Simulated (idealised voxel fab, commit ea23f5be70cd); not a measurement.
Process module name: voxel capacitor over wiring
Shown is cross-section cut, with a width of 160 nm and square cells of size 5 nm.
A cross-section is a grid of square cells, given in bands from the top down. A band is one or more rows of cells.
Basically the band line says how high the top is and how high the bottom is, in nm, and then what's in it from left to right, every material with its width in nm. Empty space shows up as "blank", and if a single material carries "all across" it runs the full band edge to edge.
Ref level 0: as-received wafer is one material below here. Bottom band extends down with no lower bound ("0 and below").
A width given as "30->40" starts at the first number in the band's top row and ends at the second number in its bottom row, shifting by an equal amount at every step from row to row.
Reading "no alteration" for a step: not a cell of the cross-section changed in it.
Closed-off voids: empty space of 8 cells or more with no open way to the top, each as width x height at its distance from the left edge, in nm
Heads up: the bit after the settings on a step's line is the simulator's remark on that step.
You can add "overlay nm" to a step's line. For a step with a mask, it describes how far the mask lay to the right of its planned position, and a negative number describes a lay to the left.
What follows is a series of pairs. Each pair shows a cross-section before one process step and the cross-section after it, and the after view is drawn only down to the lowest band that changed. Beneath each pair is the step that lies between the two, with its settings. Pairs may come from different runs of this module on the same starting wafer, so a pair continues from the one above it only where its entry headed "Pre-step section" says so.
## Pre-step section
	0 and below | Si all across
	Closed-off voids: none
## Post-Step Appearance
	10 down to 0 | SiO2 all across
	Rest of section, below 0: as before.
	Closed-off voids: none
Relating the two cross-sections above, the step in between is CONFORMAL_DEP, material SiO2, thk nm 10
Pre-step section: The cross-section prior to this step is the one presented after the step of the pair immediately above.
## Post-Step Appearance
	15 down to 10 | TiN all across
	Rest of section, below 10: as before.
	Closed-off voids: none
Relating the two cross-sections above, the step in between is DIRECTIONAL_DEP, material TiN, thk nm 5
Pre-step section: The cross-section prior to this step is the one presented after the step of the pair immediately above.
## Post-Step Appearance
	35 down to 15 | Ru all across
	Rest of section, below 15: as before.
	Closed-off voids: none
Relating the two cross-sections above, the step in between is DIRECTIONAL_DEP, material Ru, thk nm 20
Pre-step section: The cross-section prior to this step is the one presented after the step of the pair immediately above.
## Post-Step Appearance
	50 down to 35 | 30 nm blank  25 nm resist  50 nm blank  25 nm resist  30 nm blank
	Rest of section, below 35: as before.
	Closed-off voids: none
Relating the two cross-sections above, the step in between is PATTERN, tone cover, mask id METAL_1, material resist, width nm 25, pitch nm 75, thk nm 15, overlay nm 0
Pre-step section: The cross-section prior to this step is the one presented after the step of the pair immediately above.
## Post-Step Appearance
	50 down to 35 | 30 nm blank  25 nm resist  50 nm blank  25 nm resist  30 nm blank
	35 down to 15 | 30 nm blank  25 nm Ru  50 nm blank  25 nm Ru  30 nm blank
	Rest of section, below 15: as before.
	Closed-off voids: none
Relating the two cross-sections above, the step in between is DIRECTIONAL_ETCH, etch materials Ru, depth nm 20
Pre-step section: The cross-section prior to this step is the one presented after the step of the pair immediately above.
## Post-Step Appearance
	50 down to 35 | 30 nm blank  25 nm resist  50 nm blank  25 nm resist  30 nm blank
	35 down to 15 | 30 nm blank  25 nm Ru  50 nm blank  25 nm Ru  30 nm blank
	15 down to 10 | 30 nm blank  25 nm TiN  50 nm blank  25 nm TiN  30 nm blank
	Rest of section, below 10: as before.
	Closed-off voids: none
Relating the two cross-sections above, the step in between is DIRECTIONAL_ETCH, etch materials TiN, depth nm 5
Pre-step section: The cross-section prior to this step is the one presented after the step of the pair immediately above.
## Post-Step Appearance
	35 down to 15 | 30 nm blank  25 nm Ru  50 nm blank  25 nm Ru  30 nm blank
	Rest of section, below 15: as before.
	Closed-off voids: none
Relating the two cross-sections above, the step in between is STRIP, etch materials resist
Pre-step section: The cross-section prior to this step is the one presented after the step of the pair immediately above.
## Post-Step Appearance
	40 down to 35 | 25 nm blank  35 nm SiCN  40 nm blank  35 nm SiCN  25 nm blank
	35 down to 15 | 25 nm blank  5 nm SiCN  25 nm Ru  5 nm SiCN  40 nm blank  5 nm SiCN  25 nm Ru  5 nm SiCN  25 nm blank
	15 down to 10 | 30 nm SiCN  25 nm TiN  50 nm SiCN  25 nm TiN  30 nm SiCN
	Rest of section, below 10: as before.
	Closed-off voids: none
Relating the two cross-sections above, the step in between is CONFORMAL_DEP, material SiCN, thk nm 5
Pre-step section: The cross-section prior to this step is the one presented after the step of the pair immediately above.
## Post-Step Appearance
	50 down to 40 | lowk all across
	40 down to 35 | 25 nm lowk  35 nm SiCN  40 nm lowk  35 nm SiCN  25 nm lowk
	35 down to 15 | 25 nm lowk  5 nm SiCN  25 nm Ru  5 nm SiCN  40 nm lowk  5 nm SiCN  25 nm Ru  5 nm SiCN  25 nm lowk
	Rest of section, below 15: as before.
	Closed-off voids: none
Relating the two cross-sections above, the step in between is FILL_DEP, material lowk, thk nm 10
Pre-step section: The cross-section prior to this step is the one presented after the step of the pair immediately above.
## Post-Step Appearance
	35 down to 15 | 25 nm lowk  5 nm SiCN  25 nm Ru  5 nm SiCN  40 nm lowk  5 nm SiCN  25 nm Ru  5 nm SiCN  25 nm lowk
	Rest of section, below 15: as before.
	Closed-off voids: none
Relating the two cross-sections above, the step in between is CMP, height nm 35
Pre-step section: The cross-section prior to this step is the one presented after the step of the pair immediately above.
## Post-Step Appearance
	40 down to 35 | SiCN all across
	Rest of section, below 35: as before.
	Closed-off voids: none
Relating the two cross-sections above, the step in between is CONFORMAL_DEP, material SiCN, thk nm 5
Pre-step section: The cross-section prior to this step is the one presented after the step of the pair immediately above.
## Post-Step Appearance
	50 down to 40 | lowk all across
	Rest of section, below 40: as before.
	Closed-off voids: none
Relating the two cross-sections above, the step in between is DIRECTIONAL_DEP, material lowk, thk nm 10
Pre-step section: The cross-section prior to this step is the one presented after the step of the pair immediately above.
## Post-Step Appearance
	65 down to 50 | 40 nm resist  15 nm blank  105 nm resist
	Rest of section, below 50: as before.
	Closed-off voids: none
Relating the two cross-sections above, the step in between is PATTERN, tone open, mask id PLUG_1, material resist, width nm 15, thk nm 15, overlay nm 0
Pre-step section: The cross-section prior to this step is the one presented after the step of the pair immediately above.
## Post-Step Appearance
	65 down to 50 | 40 nm resist  15 nm blank  105 nm resist
	50 down to 40 | 40 nm lowk  15 nm blank  105 nm lowk
	Rest of section, below 40: as before.
	Closed-off voids: none
Relating the two cross-sections above, the step in between is DIRECTIONAL_ETCH, etch materials lowk, depth nm 10
Pre-step section: The cross-section prior to this step is the one presented after the step of the pair immediately above.
## Post-Step Appearance
	65 down to 50 | 40 nm resist  15 nm blank  105 nm resist
	50 down to 40 | 40 nm lowk  15 nm blank  105 nm lowk
	40 down to 35 | 40 nm SiCN  15 nm blank  105 nm SiCN
	Rest of section, below 35: as before.
	Closed-off voids: none
Relating the two cross-sections above, the step in between is DIRECTIONAL_ETCH, etch materials SiCN, depth nm 5
Pre-step section: The cross-section prior to this step is the one presented after the step of the pair immediately above.
## Post-Step Appearance
	50 down to 40 | 40 nm lowk  15 nm blank  105 nm lowk
	Rest of section, below 40: as before.
	Closed-off voids: none
Relating the two cross-sections above, the step in between is STRIP, etch materials resist
Pre-step section: The cross-section prior to this step is the one presented after the step of the pair immediately above.
## Post-Step Appearance
	55 down to 50 | 45 nm TiN  5 nm blank  110 nm TiN
	50 down to 40 | 40 nm lowk  5 nm TiN  5 nm blank  5 nm TiN  105 nm lowk
	40 down to 35 | 40 nm SiCN  15 nm TiN  105 nm SiCN
	Rest of section, below 35: as before.
	Closed-off voids: none
Relating the two cross-sections above, the step in between is CONFORMAL_DEP, material TiN, thk nm 5
Pre-step section: The cross-section prior to this step is the one presented after the step of the pair immediately above.
## Post-Step Appearance
	60 down to 55 | Cu all across
	55 down to 50 | 45 nm TiN  5 nm Cu  110 nm TiN
	50 down to 40 | 40 nm lowk  5 nm TiN  5 nm Cu  5 nm TiN  105 nm lowk
	Rest of section, below 40: as before.
	Closed-off voids: none
Relating the two cross-sections above, the step in between is FILL_DEP, material Cu, thk nm 5
Pre-step section: The cross-section prior to this step is the one presented after the step of the pair immediately above.
## Post-Step Appearance
	50 down to 40 | 40 nm lowk  5 nm TiN  5 nm Cu  5 nm TiN  105 nm lowk
	Rest of section, below 40: as before.
	Closed-off voids: none
Relating the two cross-sections above, the step in between is CMP, height nm 50
Pre-step section: The cross-section prior to this step is the one presented after the step of the pair immediately above.
## Post-Step Appearance
	55 down to 50 | TiN all across
	Rest of section, below 50: as before.
	Closed-off voids: none
Relating the two cross-sections above, the step in between is DIRECTIONAL_DEP, material TiN, thk nm 5
Pre-step section: The cross-section prior to this step is the one presented after the step of the pair immediately above.
## Post-Step Appearance
	60 down to 55 | Al2O3 all across
	Rest of section, below 55: as before.
	Closed-off voids: none
Relating the two cross-sections above, the step in between is DIRECTIONAL_DEP, material Al2O3, thk nm 5
Pre-step section: The cross-section prior to this step is the one presented after the step of the pair immediately above.
## Post-Step Appearance
	70 down to 60 | TiN all across
	Rest of section, below 60: as before.
	Closed-off voids: none
Relating the two cross-sections above, the step in between is DIRECTIONAL_DEP, material TiN, thk nm 10
Pre-step section: The cross-section prior to this step is the one presented after the step of the pair immediately above.
## Post-Step Appearance
	70 down to 60 | 40 nm blank  55 nm TiN  65 nm blank
	Rest of section, below 60: as before.
	Closed-off voids: none
Relating the two cross-sections above, the step in between is MASKED_ETCH, tone cover, mask id UPPER_PLATE, width nm 55, etch materials TiN, depth nm 10, overlay nm 0
Pre-step section: The cross-section prior to this step is the one presented after the step of the pair immediately above.
## Post-Step Appearance
	70 down to 60 | 40 nm blank  55 nm TiN  65 nm blank
	60 down to 55 | 40 nm blank  55 nm Al2O3  65 nm blank
	Rest of section, below 55: as before.
	Closed-off voids: none
Relating the two cross-sections above, the step in between is MASKED_ETCH, tone cover, mask id UPPER_PLATE, width nm 55, etch materials Al2O3, depth nm 5, overlay nm 0
Pre-step section: The cross-section prior to this step is the one presented after the step of the pair immediately above.
## Post-Step Appearance
	70 down to 60 | 40 nm blank  55 nm TiN  65 nm blank
	60 down to 55 | 40 nm blank  55 nm Al2O3  65 nm blank
	55 down to 50 | 35 nm blank  65 nm TiN  60 nm blank
	Rest of section, below 50: as before.
	Closed-off voids: none
Relating the two cross-sections above, the step in between is MASKED_ETCH, tone cover, mask id LOWER_PLATE, width nm 65, etch materials TiN, depth nm 5, overlay nm 0
Pre-step section: The cross-section prior to this step is the one presented after the step of the pair immediately above.
## Post-Step Appearance
	85 down to 70 | SiO2 all across
	70 down to 60 | 40 nm SiO2  55 nm TiN  65 nm SiO2
	60 down to 55 | 40 nm SiO2  55 nm Al2O3  65 nm SiO2
	55 down to 50 | 35 nm SiO2  65 nm TiN  60 nm SiO2
	Rest of section, below 50: as before.
	Closed-off voids: none
Relating the two cross-sections above, the step in between is FILL_DEP, material SiO2, thk nm 15
Pre-step section: The cross-section prior to this step is the one presented after the step of the pair immediately above.
## Post-Step Appearance
	80 down to 70 | SiO2 all across
	Rest of section, below 70: as before.
	Closed-off voids: none
Relating the two cross-sections above, the step in between is CMP, height nm 80
Pre-step section: The cross-section prior to this step is the one presented after the step of the pair immediately above.
## Post-Step Appearance
	95 down to 80 | aC all across
	Rest of section, below 80: as before.
	Closed-off voids: none
Relating the two cross-sections above, the step in between is DIRECTIONAL_DEP, material aC, thk nm 15
Pre-step section: The cross-section prior to this step is the one presented after the step of the pair immediately above.
## Post-Step Appearance
	130 down to 95 | 50 nm resist  15 nm blank  95 nm resist
	Rest of section, below 95: as before.
	Closed-off voids: none
Relating the two cross-sections above, the step in between is PATTERN, tone open, mask id PLUG_2, material resist, width nm 15, thk nm 35, overlay nm 0
Pre-step section: The cross-section prior to this step is the one presented after the step of the pair immediately above.
## Post-Step Appearance
	115 down to 95 | 50 nm resist  15 nm blank  95 nm resist
	95 down to 80 | 50 nm aC  15 nm blank  95 nm aC
	Rest of section, below 80: as before.
	Closed-off voids: none
Relating the two cross-sections above, the step in between is DIRECTIONAL_ETCH, etch materials aC, depth nm 15
Pre-step section: The cross-section prior to this step is the one presented after the step of the pair immediately above.
## Post-Step Appearance
	95 down to 80 | 50 nm aC  15 nm blank  95 nm aC
	Rest of section, below 80: as before.
	Closed-off voids: none
Relating the two cross-sections above, the step in between is STRIP, etch materials resist
Pre-step section: The cross-section prior to this step is the one presented after the step of the pair immediately above.
## Post-Step Appearance
	95 down to 80 | 50 nm aC  15 nm blank  95 nm aC
	80 down to 70 | 50 nm SiO2  15 nm blank  95 nm SiO2
	Rest of section, below 70: as before.
	Closed-off voids: none
Relating the two cross-sections above, the step in between is DIRECTIONAL_ETCH, etch materials SiO2, depth nm 10
Pre-step section: The cross-section prior to this step is the one presented after the step of the pair immediately above.
## Post-Step Appearance
	80 down to 70 | 50 nm SiO2  15 nm blank  95 nm SiO2
	Rest of section, below 70: as before.
	Closed-off voids: none
Relating the two cross-sections above, the step in between is STRIP, etch materials aC
Pre-step section: The cross-section prior to this step is the one presented after the step of the pair immediately above.
## Post-Step Appearance
	85 down to 80 | 55 nm TiN  5 nm blank  100 nm TiN
	80 down to 75 | 50 nm SiO2  5 nm TiN  5 nm blank  5 nm TiN  95 nm SiO2
	75 down to 70 | 50 nm SiO2  15 nm TiN  95 nm SiO2
	Rest of section, below 70: as before.
	Closed-off voids: none
Relating the two cross-sections above, the step in between is CONFORMAL_DEP, material TiN, thk nm 5
Pre-step section: The cross-section prior to this step is the one presented after the step of the pair immediately above.
## Post-Step Appearance
	95 down to 85 | Cu all across
	85 down to 80 | 55 nm TiN  5 nm Cu  100 nm TiN
	80 down to 75 | 50 nm SiO2  5 nm TiN  5 nm Cu  5 nm TiN  95 nm SiO2
	Rest of section, below 75: as before.
	Closed-off voids: none
Relating the two cross-sections above, the step in between is FILL_DEP, material Cu, thk nm 10
Pre-step section: The cross-section prior to this step is the one presented after the step of the pair immediately above.
## Post-Step Appearance
	80 down to 75 | 50 nm SiO2  5 nm TiN  5 nm Cu  5 nm TiN  95 nm SiO2
	Rest of section, below 75: as before.
	Closed-off voids: none
Relating the two cross-sections above, the step in between is CMP, height nm 80
Pre-step section: The cross-section prior to this step is the one presented after the step of the pair immediately above.
## Post-Step Appearance
	85 down to 80 | SiCN all across
	Rest of section, below 80: as before.
	Closed-off voids: none
Relating the two cross-sections above, the step in between is CONFORMAL_DEP, material SiCN, thk nm 5
## Pre-step section
	55 down to 50 | TiN all across
	50 down to 40 | 40 nm lowk  5 nm TiN  5 nm Cu  5 nm TiN  105 nm lowk
	40 down to 35 | 40 nm SiCN  15 nm TiN  105 nm SiCN
	35 down to 15 | 25 nm lowk  5 nm SiCN  25 nm Ru  5 nm SiCN  40 nm lowk  5 nm SiCN  25 nm Ru  5 nm SiCN  25 nm lowk
	15 down to 10 | 30 nm SiCN  25 nm TiN  50 nm SiCN  25 nm TiN  30 nm SiCN
	10 down to 0 | SiO2 all across
	0 and below | Si all across
	Closed-off voids: none
## Post-Step Appearance
	65 down to 50 | TiN all across
	Rest of section, below 50: as before.
	Closed-off voids: none
Relating the two cross-sections above, the step in between is DIRECTIONAL_DEP, material TiN, thk nm 10
Pre-step section: The cross-section prior to this step is the one presented after the step of the pair immediately above.
## Post-Step Appearance
	65 down to 55 | 40 nm blank  55 nm TiN  65 nm blank
	Rest of section, below 55: as before.
	Closed-off voids: none
Relating the two cross-sections above, the step in between is MASKED_ETCH, tone cover, mask id UPPER_PLATE, width nm 55, etch materials TiN, depth nm 10, overlay nm 0
Pre-step section: The cross-section prior to this step is the one presented after the step of the pair immediately above.
## Post-Step Appearance
	65 down to 55 | 40 nm blank  55 nm TiN  65 nm blank
	55 down to 50 | 35 nm blank  65 nm TiN  60 nm blank
	Rest of section, below 50: as before.
	Closed-off voids: none
Relating the two cross-sections above, the step in between is MASKED_ETCH, tone cover, mask id LOWER_PLATE, width nm 65, etch materials TiN, depth nm 5, overlay nm 0
Pre-step section: The cross-section prior to this step is the one presented after the step of the pair immediately above.
## Post-Step Appearance
	80 down to 65 | SiO2 all across
	65 down to 55 | 40 nm SiO2  55 nm TiN  65 nm SiO2
	55 down to 50 | 35 nm SiO2  65 nm TiN  60 nm SiO2
	Rest of section, below 50: as before.
	Closed-off voids: none
Relating the two cross-sections above, the step in between is FILL_DEP, material SiO2, thk nm 15
Pre-step section: The cross-section prior to this step is the one presented after the step of the pair immediately above.
## Post-Step Appearance
	95 down to 80 | aC all across
	Rest of section, below 80: as before.
	Closed-off voids: none
Relating the two cross-sections above, the step in between is DIRECTIONAL_DEP, material aC, thk nm 15
Pre-step section: The cross-section prior to this step is the one presented after the step of the pair immediately above.
## Post-Step Appearance
	130 down to 95 | 50 nm resist  15 nm blank  95 nm resist
	Rest of section, below 95: as before.
	Closed-off voids: none
Relating the two cross-sections above, the step in between is PATTERN, tone open, mask id PLUG_2, material resist, width nm 15, thk nm 35, overlay nm 0
Pre-step section: The cross-section prior to this step is the one presented after the step of the pair immediately above.
## Post-Step Appearance
	115 down to 95 | 50 nm resist  15 nm blank  95 nm resist
	95 down to 80 | 50 nm aC  15 nm blank  95 nm aC
	Rest of section, below 80: as before.
	Closed-off voids: none
Relating the two cross-sections above, the step in between is DIRECTIONAL_ETCH, etch materials aC, depth nm 15
Pre-step section: The cross-section prior to this step is the one presented after the step of the pair immediately above.
## Post-Step Appearance
	95 down to 80 | 50 nm aC  15 nm blank  95 nm aC
	Rest of section, below 80: as before.
	Closed-off voids: none
Relating the two cross-sections above, the step in between is STRIP, etch materials resist
Pre-step section: The cross-section prior to this step is the one presented after the step of the pair immediately above.
## Post-Step Appearance
	95 down to 80 | 50 nm aC  15 nm blank  95 nm aC
	80 down to 70 | 50 nm SiO2  15 nm blank  95 nm SiO2
	Rest of section, below 70: as before.
	Closed-off voids: none
Relating the two cross-sections above, the step in between is DIRECTIONAL_ETCH, etch materials SiO2, depth nm 10
Pre-step section: The cross-section prior to this step is the one presented after the step of the pair immediately above.
## Post-Step Appearance
	80 down to 70 | 50 nm SiO2  15 nm blank  95 nm SiO2
	Rest of section, below 70: as before.
	Closed-off voids: none
Relating the two cross-sections above, the step in between is STRIP, etch materials aC
Pre-step section: The cross-section prior to this step is the one presented after the step of the pair immediately above.
## Post-Step Appearance
	85 down to 80 | 55 nm TiN  5 nm blank  100 nm TiN
	80 down to 75 | 50 nm SiO2  5 nm TiN  5 nm blank  5 nm TiN  95 nm SiO2
	75 down to 70 | 50 nm SiO2  15 nm TiN  95 nm SiO2
	Rest of section, below 70: as before.
	Closed-off voids: none
Relating the two cross-sections above, the step in between is CONFORMAL_DEP, material TiN, thk nm 5
Pre-step section: The cross-section prior to this step is the one presented after the step of the pair immediately above.
## Post-Step Appearance
	95 down to 85 | Cu all across
	85 down to 80 | 55 nm TiN  5 nm Cu  100 nm TiN
	80 down to 75 | 50 nm SiO2  5 nm TiN  5 nm Cu  5 nm TiN  95 nm SiO2
	Rest of section, below 75: as before.
	Closed-off voids: none
Relating the two cross-sections above, the step in between is FILL_DEP, material Cu, thk nm 10
Pre-step section: The cross-section prior to this step is the one presented after the step of the pair immediately above.
## Post-Step Appearance
	80 down to 75 | 50 nm SiO2  5 nm TiN  5 nm Cu  5 nm TiN  95 nm SiO2
	Rest of section, below 75: as before.
	Closed-off voids: none
Relating the two cross-sections above, the step in between is CMP, height nm 80
Pre-step section: The cross-section prior to this step is the one presented after the step of the pair immediately above.
## Post-Step Appearance
	85 down to 80 | SiCN all across
	Rest of section, below 80: as before.
	Closed-off voids: none
Relating the two cross-sections above, the step in between is CONFORMAL_DEP, material SiCN, thk nm 5
## Pre-step section
	0 and below | Si all across
	Closed-off voids: none
## Post-Step Appearance
	5 down to 0 | TiN all across
	Rest of section, below 0: as before.
	Closed-off voids: none
Relating the two cross-sections above, the step in between is DIRECTIONAL_DEP, material TiN, thk nm 5
Pre-step section: The cross-section prior to this step is the one presented after the step of the pair immediately above.
## Post-Step Appearance
	15 down to 5 | SiO2 all across
	Rest of section, below 5: as before.
	Closed-off voids: none
Relating the two cross-sections above, the step in between is CONFORMAL_DEP, material SiO2, thk nm 10
Pre-step section: The cross-section prior to this step is the one presented after the step of the pair immediately above.
## Post-Step Appearance
	35 down to 15 | Ru all across
	Rest of section, below 15: as before.
	Closed-off voids: none
Relating the two cross-sections above, the step in between is DIRECTIONAL_DEP, material Ru, thk nm 20
Pre-step section: The cross-section prior to this step is the one presented after the step of the pair immediately above.
## Post-Step Appearance
	50 down to 35 | 30 nm blank  25 nm resist  50 nm blank  25 nm resist  30 nm blank
	Rest of section, below 35: as before.
	Closed-off voids: none
Relating the two cross-sections above, the step in between is PATTERN, tone cover, mask id METAL_1, material resist, width nm 25, pitch nm 75, thk nm 15, overlay nm 0
Pre-step section: The cross-section prior to this step is the one presented after the step of the pair immediately above.
## Post-Step Appearance
	50 down to 35 | 30 nm blank  25 nm resist  50 nm blank  25 nm resist  30 nm blank
	35 down to 15 | 30 nm blank  25 nm Ru  50 nm blank  25 nm Ru  30 nm blank
	Rest of section, below 15: as before.
	Closed-off voids: none
Relating the two cross-sections above, the step in between is DIRECTIONAL_ETCH, etch materials Ru, depth nm 20
Pre-step section: The cross-section prior to this step is the one presented after the step of the pair immediately above.
## Post-Step Appearance
	35 down to 15 | 30 nm blank  25 nm Ru  50 nm blank  25 nm Ru  30 nm blank
	Rest of section, below 15: as before.
	Closed-off voids: none
Relating the two cross-sections above, the step in between is STRIP, etch materials resist
Pre-step section: The cross-section prior to this step is the one presented after the step of the pair immediately above.
## Post-Step Appearance
	40 down to 35 | 25 nm blank  35 nm SiCN  40 nm blank  35 nm SiCN  25 nm blank
	35 down to 20 | 25 nm blank  5 nm SiCN  25 nm Ru  5 nm SiCN  40 nm blank  5 nm SiCN  25 nm Ru  5 nm SiCN  25 nm blank
	20 down to 15 | 30 nm SiCN  25 nm Ru  50 nm SiCN  25 nm Ru  30 nm SiCN
	Rest of section, below 15: as before.
	Closed-off voids: none
Relating the two cross-sections above, the step in between is CONFORMAL_DEP, material SiCN, thk nm 5
Pre-step section: The cross-section prior to this step is the one presented after the step of the pair immediately above.
## Post-Step Appearance
	50 down to 40 | lowk all across
	40 down to 35 | 25 nm lowk  35 nm SiCN  40 nm lowk  35 nm SiCN  25 nm lowk
	35 down to 20 | 25 nm lowk  5 nm SiCN  25 nm Ru  5 nm SiCN  40 nm lowk  5 nm SiCN  25 nm Ru  5 nm SiCN  25 nm lowk
	Rest of section, below 20: as before.
	Closed-off voids: none
Relating the two cross-sections above, the step in between is FILL_DEP, material lowk, thk nm 10
Pre-step section: The cross-section prior to this step is the one presented after the step of the pair immediately above.
## Post-Step Appearance
	35 down to 20 | 25 nm lowk  5 nm SiCN  25 nm Ru  5 nm SiCN  40 nm lowk  5 nm SiCN  25 nm Ru  5 nm SiCN  25 nm lowk
	Rest of section, below 20: as before.
	Closed-off voids: none
Relating the two cross-sections above, the step in between is CMP, height nm 35
Pre-step section: The cross-section prior to this step is the one presented after the step of the pair immediately above.
## Post-Step Appearance
	40 down to 35 | SiCN all across
	Rest of section, below 35: as before.
	Closed-off voids: none
Relating the two cross-sections above, the step in between is CONFORMAL_DEP, material SiCN, thk nm 5
Pre-step section: The cross-section prior to this step is the one presented after the step of the pair immediately above.
## Post-Step Appearance
	50 down to 40 | lowk all across
	Rest of section, below 40: as before.
	Closed-off voids: none
Relating the two cross-sections above, the step in between is DIRECTIONAL_DEP, material lowk, thk nm 10
Pre-step section: The cross-section prior to this step is the one presented after the step of the pair immediately above.
## Post-Step Appearance
	65 down to 50 | 40 nm resist  15 nm blank  105 nm resist
	Rest of section, below 50: as before.
	Closed-off voids: none
Relating the two cross-sections above, the step in between is PATTERN, tone open, mask id PLUG_1, material resist, width nm 15, thk nm 15, overlay nm 0
Pre-step section: The cross-section prior to this step is the one presented after the step of the pair immediately above.
## Post-Step Appearance
	65 down to 50 | 40 nm resist  15 nm blank  105 nm resist
	50 down to 40 | 40 nm lowk  15 nm blank  105 nm lowk
	Rest of section, below 40: as before.
	Closed-off voids: none
Relating the two cross-sections above, the step in between is DIRECTIONAL_ETCH, etch materials lowk, depth nm 10
Pre-step section: The cross-section prior to this step is the one presented after the step of the pair immediately above.
## Post-Step Appearance
	65 down to 50 | 40 nm resist  15 nm blank  105 nm resist
	50 down to 40 | 40 nm lowk  15 nm blank  105 nm lowk
	40 down to 35 | 40 nm SiCN  15 nm blank  105 nm SiCN
	Rest of section, below 35: as before.
	Closed-off voids: none
Relating the two cross-sections above, the step in between is DIRECTIONAL_ETCH, etch materials SiCN, depth nm 5
Pre-step section: The cross-section prior to this step is the one presented after the step of the pair immediately above.
## Post-Step Appearance
	50 down to 40 | 40 nm lowk  15 nm blank  105 nm lowk
	Rest of section, below 40: as before.
	Closed-off voids: none
Relating the two cross-sections above, the step in between is STRIP, etch materials resist
Pre-step section: The cross-section prior to this step is the one presented after the step of the pair immediately above.
## Post-Step Appearance
	55 down to 50 | 45 nm TiN  5 nm blank  110 nm TiN
	50 down to 40 | 40 nm lowk  5 nm TiN  5 nm blank  5 nm TiN  105 nm lowk
	40 down to 35 | 40 nm SiCN  15 nm TiN  105 nm SiCN
	Rest of section, below 35: as before.
	Closed-off voids: none
Relating the two cross-sections above, the step in between is CONFORMAL_DEP, material TiN, thk nm 5
Pre-step section: The cross-section prior to this step is the one presented after the step of the pair immediately above.
## Post-Step Appearance
	60 down to 55 | Cu all across
	55 down to 50 | 45 nm TiN  5 nm Cu  110 nm TiN
	50 down to 40 | 40 nm lowk  5 nm TiN  5 nm Cu  5 nm TiN  105 nm lowk
	Rest of section, below 40: as before.
	Closed-off voids: none
Relating the two cross-sections above, the step in between is FILL_DEP, material Cu, thk nm 5
Pre-step section: The cross-section prior to this step is the one presented after the step of the pair immediately above.
## Post-Step Appearance
	50 down to 40 | 40 nm lowk  5 nm TiN  5 nm Cu  5 nm TiN  105 nm lowk
	Rest of section, below 40: as before.
	Closed-off voids: none
Relating the two cross-sections above, the step in between is CMP, height nm 50
Pre-step section: The cross-section prior to this step is the one presented after the step of the pair immediately above.
## Post-Step Appearance
	55 down to 50 | TiN all across
	Rest of section, below 50: as before.
	Closed-off voids: none
Relating the two cross-sections above, the step in between is DIRECTIONAL_DEP, material TiN, thk nm 5
Pre-step section: The cross-section prior to this step is the one presented after the step of the pair immediately above.
## Post-Step Appearance
	60 down to 55 | Al2O3 all across
	Rest of section, below 55: as before.
	Closed-off voids: none
Relating the two cross-sections above, the step in between is DIRECTIONAL_DEP, material Al2O3, thk nm 5
Pre-step section: The cross-section prior to this step is the one presented after the step of the pair immediately above.
## Post-Step Appearance
	70 down to 60 | TiN all across
	Rest of section, below 60: as before.
	Closed-off voids: none
Relating the two cross-sections above, the step in between is DIRECTIONAL_DEP, material TiN, thk nm 10
Pre-step section: The cross-section prior to this step is the one presented after the step of the pair immediately above.
## Post-Step Appearance
	70 down to 60 | 40 nm blank  55 nm TiN  65 nm blank
	Rest of section, below 60: as before.
	Closed-off voids: none
Relating the two cross-sections above, the step in between is MASKED_ETCH, tone cover, mask id UPPER_PLATE, width nm 55, etch materials TiN, depth nm 10, overlay nm 0
Pre-step section: The cross-section prior to this step is the one presented after the step of the pair immediately above.
## Post-Step Appearance
	70 down to 60 | 40 nm blank  55 nm TiN  65 nm blank
	60 down to 55 | 40 nm blank  55 nm Al2O3  65 nm blank
	Rest of section, below 55: as before.
	Closed-off voids: none
Relating the two cross-sections above, the step in between is MASKED_ETCH, tone cover, mask id UPPER_PLATE, width nm 55, etch materials Al2O3, depth nm 5, overlay nm 0
Pre-step section: The cross-section prior to this step is the one presented after the step of the pair immediately above.
## Post-Step Appearance
	70 down to 60 | 40 nm blank  55 nm TiN  65 nm blank
	60 down to 55 | 40 nm blank  55 nm Al2O3  65 nm blank
	55 down to 50 | 35 nm blank  65 nm TiN  60 nm blank
	Rest of section, below 50: as before.
	Closed-off voids: none
Relating the two cross-sections above, the step in between is MASKED_ETCH, tone cover, mask id LOWER_PLATE, width nm 65, etch materials TiN, depth nm 5, overlay nm 0
Pre-step section: The cross-section prior to this step is the one presented after the step of the pair immediately above.
## Post-Step Appearance
	85 down to 70 | SiO2 all across
	70 down to 60 | 40 nm SiO2  55 nm TiN  65 nm SiO2
	60 down to 55 | 40 nm SiO2  55 nm Al2O3  65 nm SiO2
	55 down to 50 | 35 nm SiO2  65 nm TiN  60 nm SiO2
	Rest of section, below 50: as before.
	Closed-off voids: none
Relating the two cross-sections above, the step in between is FILL_DEP, material SiO2, thk nm 15
Pre-step section: The cross-section prior to this step is the one presented after the step of the pair immediately above.
## Post-Step Appearance
	80 down to 70 | SiO2 all across
	Rest of section, below 70: as before.
	Closed-off voids: none
Relating the two cross-sections above, the step in between is CMP, height nm 80
Pre-step section: The cross-section prior to this step is the one presented after the step of the pair immediately above.
## Post-Step Appearance
	95 down to 80 | aC all across
	Rest of section, below 80: as before.
	Closed-off voids: none
Relating the two cross-sections above, the step in between is DIRECTIONAL_DEP, material aC, thk nm 15
Pre-step section: The cross-section prior to this step is the one presented after the step of the pair immediately above.
## Post-Step Appearance
	130 down to 95 | 50 nm resist  15 nm blank  95 nm resist
	Rest of section, below 95: as before.
	Closed-off voids: none
Relating the two cross-sections above, the step in between is PATTERN, tone open, mask id PLUG_2, material resist, width nm 15, thk nm 35, overlay nm 0
Pre-step section: The cross-section prior to this step is the one presented after the step of the pair immediately above.
## Post-Step Appearance
	115 down to 95 | 50 nm resist  15 nm blank  95 nm resist
	95 down to 80 | 50 nm aC  15 nm blank  95 nm aC
	Rest of section, below 80: as before.
	Closed-off voids: none
Relating the two cross-sections above, the step in between is DIRECTIONAL_ETCH, etch materials aC, depth nm 15
Pre-step section: The cross-section prior to this step is the one presented after the step of the pair immediately above.
## Post-Step Appearance
	95 down to 80 | 50 nm aC  15 nm blank  95 nm aC
	Rest of section, below 80: as before.
	Closed-off voids: none
Relating the two cross-sections above, the step in between is STRIP, etch materials resist
Pre-step section: The cross-section prior to this step is the one presented after the step of the pair immediately above.
## Post-Step Appearance
	95 down to 80 | 50 nm aC  15 nm blank  95 nm aC
	80 down to 70 | 50 nm SiO2  15 nm blank  95 nm SiO2
	Rest of section, below 70: as before.
	Closed-off voids: none
Relating the two cross-sections above, the step in between is DIRECTIONAL_ETCH, etch materials SiO2, depth nm 10
Pre-step section: The cross-section prior to this step is the one presented after the step of the pair immediately above.
## Post-Step Appearance
	80 down to 70 | 50 nm SiO2  15 nm blank  95 nm SiO2
	Rest of section, below 70: as before.
	Closed-off voids: none
Relating the two cross-sections above, the step in between is STRIP, etch materials aC
